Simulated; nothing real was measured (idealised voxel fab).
The process module presented herein is designated voxel lift off.
Cross-section cut spans 150 nm and uses square cells 5 nm in size.
A cross-section in this document is a grid of square cells, and it is written down as bands, the top band listed before the ones below it; a band is made up of one or more rows of cells. Each band's line starts with the height of the band's top and of its bottom, in nm. Then come its materials from left to right, each with its width in nm. One material with "everywhere" fills the band from edge to edge. "empty" is empty space. Zero point of the height axis is 0; under it, received wafer = one material. Lowest band: continues down indefinitely, "0 and below". The expression "30->40" gives the width at the extremes of the band, the first number at its top row of cells and the second at its bottom row, with the width changing by equal amounts from each row to the next in between. Reading "stayed the same" for a step: not a cell of the cross-section changed in it. Entry "Sealed internal cavities" = empty spaces >= 8 cells with no open way to the top; each as width x height at distance, distance from left edge, all nm. Step line, after settings: the simulator's comment on this step. overlay nm: step with mask; distance mask lay right of planned place; negative value = left of planned place.
Steps planned for the process:
1,RECEIVE,material Si
2,CONFORMAL_DEP,material Al2O3,thk nm 10
3,PATTERN,tone open,mask id LINES,material resist,width nm 15,pitch nm 35,thk nm 25,overlay nm 0
4,DIRECTIONAL_DEP,material Ru,thk nm 10
5,STRIP,etch materials resist
6,CONFORMAL_DEP,material SiCN,thk nm 10
Wafer cross-section on receipt, i.e. after step 1:
> 0 and below: Si everywhere
> Sealed internal cavities: none
Final wafer profile in cross-section after the module, from the same start and plan as above, with one mistake made during processing:
> 30 down to 20: empty (40); SiCN (75); empty (35)
> 20 down to 10: SiCN (50); Ru (20); SiCN (15); Ru (20); SiCN (45)
> 10 down to 0: Al2O3 everywhere
> 0 and below: Si everywhere
> Sealed internal cavities: none
The mistake made against the process plan was this: in deviation from the planned setting, step 3 was conducted as PATTERN,tone open,mask id LINES,material resist,width nm 20,pitch nm 35,thk nm 25,overlay nm 0
